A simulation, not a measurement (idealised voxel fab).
Herein follows the process module entitled voxel wiring stack.
Shown is cross-section cut, with a width of 160 nm and square cells of size 5 nm.
Notation: cross-section as square-cell grid; stated in bands, top first, going down; one or more cell rows per band.
In this notation a band is specified by the heights of its top and bottom, in that order and in nm, after which its materials appear from left to right, each paired with its width in nm. The word "everywhere" attached to a single material means that material fills the band from edge to edge; the word "blank" stands for empty space.
A quick word on heights: they are counted from 0, and under that level the wafer as it came to us is one material throughout. The lowest band is different from the rest in having no bottom; it simply continues downward, written as in "z 0 and below".
Per-row width for "30 to 40": begins at first number (top row of band), ends at second number (bottom row), increment between rows held constant.
What does "nothing different" mean for a step? It means no cell of the cross-section changed in that step.
"Closed empty spaces" specifies each empty space that is not open to the top and that occupies no fewer than 8 cells, using the form width x height at distance, the distance measured from the left edge and all three quantities in nm.
after a step's settings: what the simulator itself notes on the step
You can add "overlay nm" to a step's line. For a step with a mask, it describes how far the mask lay to the right of its planned position, and a negative number describes a lay to the left.

Steps in the process plan
1,RECEIVE (material Si)
2,CONFORMAL_DEP (material SiO2; thk nm 10)
3,DIRECTIONAL_DEP (material TiN; thk nm 5)
4,DIRECTIONAL_DEP (material Ru; thk nm 25)
5,MASKED_ETCH (tone cover; mask id METAL_1; width nm 25; pitch nm 50; etch materials Ru; depth nm 25; overlay nm 0)
6,MASKED_ETCH (tone cover; mask id METAL_1; width nm 25; pitch nm 50; etch materials TiN; depth nm 5; overlay nm 0)
7,CONFORMAL_DEP (material SiN; thk nm 5)
8,FILL_DEP (material lowk; thk nm 5)
9,CMP (height nm 40)
10,CONFORMAL_DEP (material SiCN; thk nm 5)
11,DIRECTIONAL_DEP (material SiO2; thk nm 35)
12,DIRECTIONAL_DEP (material aC; thk nm 10)
13,PATTERN (tone open; mask id METAL_2_HOLES; material resist; width nm 15; pitch nm 100; thk nm 30; overlay nm 0)
14,DIRECTIONAL_ETCH (etch materials aC; depth nm 10)
15,STRIP (etch materials resist)
16,DIRECTIONAL_ETCH (etch materials SiO2; depth nm 35)
17,STRIP (etch materials aC)
18,PATTERN (tone open; mask id METAL_2; material resist; width nm 25; pitch nm 50; thk nm 15; overlay nm 0)
19,DIRECTIONAL_ETCH (etch materials SiO2; depth nm 20)
20,DIRECTIONAL_ETCH (etch materials SiCN; depth nm 5)
21,STRIP (etch materials resist)
22,CONFORMAL_DEP (material TiN; thk nm 5)
23,FILL_DEP (material Cu; thk nm 10)
24,CMP (height nm 80)
25,CONFORMAL_DEP (material SiCN; thk nm 5)
26,DIRECTIONAL_DEP (material SiO2; thk nm 30)
27,MASKED_ETCH (tone open; mask id METAL_3; width nm 25; pitch nm 50; etch materials SiO2; depth nm 15; overlay nm 0)
28,DIRECTIONAL_DEP (material aC; thk nm 10)
29,PATTERN (tone open; mask id METAL_3_HOLES; material resist; width nm 15; pitch nm 100; thk nm 30; overlay nm 0)
30,DIRECTIONAL_ETCH (etch materials aC; depth nm 10)
31,STRIP (etch materials resist)
32,DIRECTIONAL_ETCH (etch materials SiO2; depth nm 15)
33,DIRECTIONAL_ETCH (etch materials SiCN; depth nm 5)
34,STRIP (etch materials aC)
35,CONFORMAL_DEP (material TiN; thk nm 5)
36,FILL_DEP (material Ru; thk nm 5)
37,CMP (height nm 115)
38,CONFORMAL_DEP (material SiCN; thk nm 5)
39,DIRECTIONAL_DEP (material lowk; thk nm 25)
40,DIRECTIONAL_DEP (material aC; thk nm 15)
41,PATTERN (tone open; mask id METAL_4_HOLES; material resist; width nm 15; pitch nm 100; thk nm 30; overlay nm 0)
42,DIRECTIONAL_ETCH (etch materials aC; depth nm 15)
43,STRIP (etch materials resist)
44,DIRECTIONAL_ETCH (etch materials lowk; depth nm 25)
45,STRIP (etch materials aC)
46,DIRECTIONAL_DEP (material aC; thk nm 15)
47,PATTERN (tone open; mask id METAL_4; material resist; width nm 25; pitch nm 50; thk nm 30; overlay nm 0)
48,DIRECTIONAL_ETCH (etch materials aC; depth nm 15)
49,STRIP (etch materials resist)
50,DIRECTIONAL_ETCH (etch materials lowk; depth nm 15)
51,DIRECTIONAL_ETCH (etch materials SiCN; depth nm 5)
52,STRIP (etch materials aC)
53,CONFORMAL_DEP (material TiN; thk nm 5)
54,FILL_DEP (material Ru; thk nm 10)
55,CMP (height nm 145)
56,CONFORMAL_DEP (material SiN; thk nm 5)

Received-state cross-section, reflecting completion of step 1
    z 0 and below  Si everywhere
    Closed empty spaces: none

The first of the two wafers as seen in cross-section once the module was finished; processing followed the plan
    z 150 to 145  SiN everywhere
    z 145 to 135  15 lowk, 5 TiN, 15 Ru, 5 TiN, 25 lowk, 5 TiN, 15 Ru, 5 TiN, 25 lowk, 5 TiN, 15 Ru, 5 TiN, 20 lowk
    z 135 to 130  15 lowk, 5 TiN, 5 Ru, 15 TiN, 25 lowk, 25 TiN, 25 lowk, 5 TiN, 5 Ru, 15 TiN, 20 lowk
    z 130 to 120  15 lowk, 5 TiN, 5 Ru, 5 TiN, 85 lowk, 5 TiN, 5 Ru, 5 TiN, 30 lowk
    z 120 to 115  15 SiCN, 15 TiN, 85 SiCN, 15 TiN, 30 SiCN
    z 115 to 105  15 SiO2, 5 TiN, 15 Ru, 5 TiN, 25 SiO2, 5 TiN, 15 Ru, 5 TiN, 25 SiO2, 5 TiN, 15 Ru, 5 TiN, 20 SiO2
    z 105 to 100  15 SiO2, 5 TiN, 5 Ru, 15 TiN, 25 SiO2, 25 TiN, 25 SiO2, 5 TiN, 5 Ru, 15 TiN, 20 SiO2
    z 100 to 85  15 SiO2, 5 TiN, 5 Ru, 5 TiN, 85 SiO2, 5 TiN, 5 Ru, 5 TiN, 30 SiO2
    z 85 to 80  15 SiCN, 15 TiN, 85 SiCN, 15 TiN, 30 SiCN
    z 80 to 65  15 SiO2, 5 TiN, 15 Cu, 5 TiN, 25 SiO2, 5 TiN, 15 Cu, 5 TiN, 25 SiO2, 5 TiN, 15 Cu, 5 TiN, 20 SiO2
    z 65 to 60  15 SiO2, 5 TiN, 5 Cu, 15 TiN, 25 SiO2, 25 TiN, 25 SiO2, 5 TiN, 5 Cu, 15 TiN, 20 SiO2
    z 60 to 45  15 SiO2, 5 TiN, 5 Cu, 5 TiN, 85 SiO2, 5 TiN, 5 Cu, 5 TiN, 30 SiO2
    z 45 to 40  15 SiCN, 15 TiN, 85 SiCN, 15 TiN, 30 SiCN
    z 40 to 15  10 lowk, 5 SiN, 25 Ru, 5 SiN, 15 lowk, 5 SiN, 25 Ru, 5 SiN, 15 lowk, 5 SiN, 25 Ru, 5 SiN, 15 lowk
    z 15 to 10  15 SiN, 25 TiN, 25 SiN, 25 TiN, 25 SiN, 25 TiN, 20 SiN
    z 10 to 0  SiO2 everywhere
    z 0 and below  Si everywhere
    Closed empty spaces: none

Wafer two, end of module, cross-section. Same start, same plan as wafer one. One mistake in the run
    z 150 to 145  SiN everywhere
    z 145 to 135  15 lowk, 5 TiN, 15 Ru, 5 TiN, 25 lowk, 5 TiN, 15 Ru, 5 TiN, 25 lowk, 5 TiN, 15 Ru, 5 TiN, 20 lowk
    z 135 to 130  15 lowk, 5 TiN, 5 Ru, 15 TiN, 25 lowk, 25 TiN, 25 lowk, 5 TiN, 5 Ru, 15 TiN, 20 lowk
    z 130 to 120  15 lowk, 5 TiN, 5 Ru, 5 TiN, 85 lowk, 5 TiN, 5 Ru, 5 TiN, 30 lowk
    z 120 to 115  15 SiCN, 15 TiN, 85 SiCN, 15 TiN, 30 SiCN
    z 115 to 105  15 SiO2, 5 TiN, 15 Ru, 5 TiN, 25 SiO2, 5 TiN, 15 Ru, 5 TiN, 25 SiO2, 5 TiN, 15 Ru, 5 TiN, 20 SiO2
    z 105 to 100  15 SiO2, 5 TiN, 5 Ru, 15 TiN, 25 SiO2, 25 TiN, 25 SiO2, 5 TiN, 5 Ru, 15 TiN, 20 SiO2
    z 100 to 85  15 SiO2, 5 TiN, 5 Ru, 5 TiN, 85 SiO2, 5 TiN, 5 Ru, 5 TiN, 30 SiO2
    z 85 to 80  15 SiCN, 15 TiN, 85 SiCN, 15 TiN, 30 SiCN
    z 80 to 65  15 SiO2, 5 TiN, 15 Cu, 5 TiN, 25 SiO2, 5 TiN, 15 Cu, 5 TiN, 25 SiO2, 5 TiN, 15 Cu, 5 TiN, 20 SiO2
    z 65 to 60  15 SiO2, 5 TiN, 5 Cu, 15 TiN, 25 SiO2, 25 TiN, 25 SiO2, 5 TiN, 5 Cu, 15 TiN, 20 SiO2
    z 60 to 45  15 SiO2, 5 TiN, 5 Cu, 5 TiN, 85 SiO2, 5 TiN, 5 Cu, 5 TiN, 30 SiO2
    z 45 to 40  15 SiCN, 15 TiN, 85 SiCN, 15 TiN, 30 SiCN
    z 40 to 20  10 lowk, 5 SiN, 25 Ru, 5 SiN, 15 lowk, 5 SiN, 25 Ru, 5 SiN, 15 lowk, 5 SiN, 25 Ru, 5 SiN, 15 lowk
    z 20 to 15  15 SiN, 25 Ru, 25 SiN, 25 Ru, 25 SiN, 25 Ru, 20 SiN
    z 15 to 5  SiO2 everywhere
    z 5 to 0  TiN everywhere
    z 0 and below  Si everywhere
    Closed empty spaces: none
Against the plan, the run slipped here: plan steps 2 and 3 run swapped
Counted in cells at the end, the second wafer holds more or fewer of these materials than the first: -6 SiN, +17 TiN, -11 lowk
